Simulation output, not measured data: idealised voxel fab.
process module | voxel capacitor over wiring
cross-section cut | 295 nm wide | cells 5 nm
A cross-section is a grid of square cells, given in bands from the top down. A band is one or more rows of cells.
Each band's line starts with the height of the band's top and of its bottom, in nm. Then come its materials from left to right, each with its width in nm. One material with "throughout" fills the band from edge to edge. "air" is empty space.
Height 0 is the level under which the wafer as received is all one material. The lowest band goes on downwards, as in "0 down".
A width such as "30 to 40" changes by the same amount from each row of cells to the next, from the band's top row to its bottom row.
"no change" after a step means that no cell of the cross-section changed.
closed voids: empty space of 8 cells or more with no open way to the top, each as width x height at its distance from the left edge, in nm
after a step's settings: what the simulator itself notes on the step
overlay nm, on a step with a mask: how far to the right of its planned place the mask lay; to the left if negative
plan
1 op RECEIVE | material Si
2 op CONFORMAL_DEP | material SiO2 | thk nm 15
3 op CONFORMAL_DEP | material SiCN | thk nm 5
4 op DIRECTIONAL_DEP | material SiO2 | thk nm 25
5 op PATTERN | tone open | mask id METAL_1 | material resist | width nm 30 | pitch nm 95 | thk nm 20 | overlay nm 0
6 op DIRECTIONAL_ETCH | etch materials SiO2 | depth nm 25
7 op DIRECTIONAL_ETCH | etch materials SiCN | depth nm 5
8 op STRIP | etch materials resist
9 op CONFORMAL_DEP | material TiN | thk nm 5
10 op FILL_DEP | material Cu | thk nm 10
11 op CMP | height nm 45
12 op CONFORMAL_DEP | material SiCN | thk nm 5
13 op DIRECTIONAL_DEP | material SiO2 | thk nm 10
14 op MASKED_ETCH | tone open | mask id PLUG_1 | width nm 15 | etch materials SiO2 | depth nm 10 | overlay nm 0
15 op MASKED_ETCH | tone open | mask id PLUG_1 | width nm 15 | etch materials SiCN | depth nm 5 | overlay nm 0
16 op EPI | material Ru | thk nm 10
17 op EPI | material Ru | thk nm 5
18 op DIRECTIONAL_DEP | material TiN | thk nm 5
19 op DIRECTIONAL_DEP | material SiN | thk nm 5
20 op DIRECTIONAL_DEP | material TiN | thk nm 5
21 op MASKED_ETCH | tone cover | mask id UPPER_PLATE | width nm 70 | etch materials TiN | depth nm 5 | overlay nm 0
22 op MASKED_ETCH | tone cover | mask id UPPER_PLATE | width nm 70 | etch materials SiN | depth nm 5 | overlay nm 0
23 op DIRECTIONAL_DEP | material aC | thk nm 15
24 op PATTERN | tone cover | mask id LOWER_PLATE | material resist | width nm 80 | thk nm 35 | overlay nm 0
25 op DIRECTIONAL_ETCH | etch materials aC | depth nm 15
26 op STRIP | etch materials resist
27 op DIRECTIONAL_ETCH | etch materials TiN | depth nm 5
28 op STRIP | etch materials aC
29 op FILL_DEP | material SiO2 | thk nm 15
30 op CMP | height nm 85
31 op DIRECTIONAL_DEP | material aC | thk nm 10
32 op PATTERN | tone open | mask id PLUG_2 | material resist | width nm 15 | thk nm 25 | overlay nm 0
33 op DIRECTIONAL_ETCH | etch materials aC | depth nm 10
34 op STRIP | etch materials resist
35 op DIRECTIONAL_ETCH | etch materials SiO2 | depth nm 10
36 op STRIP | etch materials aC
37 op CONFORMAL_DEP | material TiN | thk nm 5
38 op FILL_DEP | material Ru | thk nm 5
39 op CMP | height nm 85
40 op CONFORMAL_DEP | material SiCN | thk nm 5
as received, after step 1
  0 down: Si throughout
  closed voids: none
a wafer at the end: this start, this plan, one mistake
  90 to 85: SiCN throughout
  85 to 80: SiO2 110 | TiN 5 | Ru 5 | TiN 5 | SiO2 170
  80 to 70: SiO2 110 to 100 | TiN 15 to 70 | SiO2 170 to 125
  70 to 65: SiO2 100 | SiN 70 | SiO2 125
  65 to 60: SiO2 90 | TiN 90 | SiO2 115
  60 to 50: SiO2 100 | Ru 15 | SiO2 180
  50 to 45: SiCN 100 | Ru 15 | SiCN 180
  45 to 20: SiO2 85 | TiN 5 | Cu 20 | TiN 5 | SiO2 65 | TiN 5 | Cu 20 | TiN 5 | SiO2 85
  20 to 15: SiCN 85 | TiN 30 | SiCN 65 | TiN 30 | SiCN 85
  15 to 0: SiO2 throughout
  0 down: Si throughout
  closed voids: none
what went wrong: step 24 ran as: op PATTERN | tone cover | mask id LOWER_PLATE | material resist | width nm 90 | thk nm 35 | overlay nm 0
